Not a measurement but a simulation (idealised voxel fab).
Process module name: voxel self aligned vias
Displayed cross-section: cut, width of 270 nm, square cells sized 5 nm.
Think of the cross-section as a grid of square cells. We describe it in bands, top to bottom, and each band covers one or more rows of those cells.
Within each band entry, the heights of the top and of the bottom of the band appear first, in that order and in nm; the materials of the band then follow from left to right, each with its corresponding width in nm. The designation "everywhere" on a single material indicates that it fills the band from edge to edge; the designation "blank" indicates empty space.
Heights are measured from 0, the level below which the as-received wafer is all one material; the lowest band has no bottom and continues downward, written as in "0..down".
The two numbers in a width such as "30..40" mark its ends across the band: the first belongs to the top row of cells, the second to the bottom row, and from each row to the next the width moves by the same amount.
"nothing changed", as given for a step, is the statement that not any cell of the cross-section underwent a change during that step.
You'll see "Sealed internal voids" listing empty spaces that have no way open to the top, as long as they're 8 cells or more; the notation is width x height at distance, where the distance is from the left edge, and all of it is in nm.
Read whatever lies past the settings on a step's line as the simulator's own remark about the step.
The optional step-line setting "overlay nm" applies to steps with a mask and quantifies how far to the right of its planned location the mask lay, a negative value indicating leftward placement.
**Below is the list of planned process steps**
- 1: RECEIVE [material Si]
- 2: CONFORMAL_DEP [material SiO2] [thk nm 10]
- 3: CONFORMAL_DEP [material SiCN] [thk nm 5]
- 4: DIRECTIONAL_DEP [material SiO2] [thk nm 30]
- 5: PATTERN [tone open] [mask id LINES] [material resist] [width nm 20] [pitch nm 55] [thk nm 15] [overlay nm 0]
- 6: DIRECTIONAL_ETCH [etch materials SiO2] [depth nm 30]
- 7: STRIP [etch materials resist]
- 8: CONFORMAL_DEP [material TiN] [thk nm 5]
- 9: FILL_DEP [material W] [thk nm 10]
- 10: CMP [height nm 45]
- 11: SELECTIVE_ETCH [etch materials W Ru TiN] [depth nm 5]
- 12: FILL_DEP [material SiN] [thk nm 5]
- 13: CMP [height nm 45]
- 14: DIRECTIONAL_DEP [material SiO2] [thk nm 15]
- 15: DIRECTIONAL_DEP [material aC] [thk nm 10]
- 16: PATTERN [tone open] [mask id VIAS] [material resist] [width nm 40] [pitch nm 110] [thk nm 25] [overlay nm 0]
- 17: DIRECTIONAL_ETCH [etch materials aC] [depth nm 10]
- 18: STRIP [etch materials resist]
- 19: DIRECTIONAL_ETCH [etch materials SiO2] [depth nm 15]
- 20: DIRECTIONAL_ETCH [etch materials SiN] [depth nm 5]
- 21: STRIP [etch materials aC]
- 22: CONFORMAL_DEP [material TiN] [thk nm 5]
- 23: FILL_DEP [material Cu] [thk nm 5]
- 24: CMP [height nm 60]
- 25: CONFORMAL_DEP [material SiN] [thk nm 5]
**The cross-section here shows the wafer as received, i.e. in its state after step 1**
	0..down = Si everywhere
	Sealed internal voids: none
**Post-module cross-section: identical start and plan to those above, one misstep in execution**
	65..60 = SiN everywhere
	60..50 = 60 nm SiO2 / 5 nm TiN / 30 nm Cu / 5 nm TiN / 70 nm SiO2 / 5 nm TiN / 30 nm Cu / 5 nm TiN / 60 nm SiO2
	50..45 = 60 nm SiO2 / 10 nm TiN / 10 nm Cu / 20 nm TiN / 70 nm SiO2 / 10 nm TiN / 10 nm Cu / 20 nm TiN / 60 nm SiO2
	45..40 = 65 nm SiO2 / 20 nm TiN / 35 nm SiO2 / 20 nm SiN / 35 nm SiO2 / 20 nm TiN / 75 nm SiO2
	40..20 = 65 nm SiO2 / 5 nm TiN / 10 nm W / 5 nm TiN / 35 nm SiO2 / 5 nm TiN / 10 nm W / 5 nm TiN / 35 nm SiO2 / 5 nm TiN / 10 nm W / 5 nm TiN / 75 nm SiO2
	20..15 = 65 nm SiO2 / 20 nm TiN / 35 nm SiO2 / 20 nm TiN / 35 nm SiO2 / 20 nm TiN / 75 nm SiO2
	15..10 = SiCN everywhere
	10..0 = SiO2 everywhere
	0..down = Si everywhere
	Sealed internal voids: none
Which mistake was made when the wafer was run? note that step 5 departed from the planned setting and was carried out as PATTERN [tone open] [mask id LINES] [material resist] [width nm 20] [pitch nm 55] [thk nm 15] [overlay nm -5]
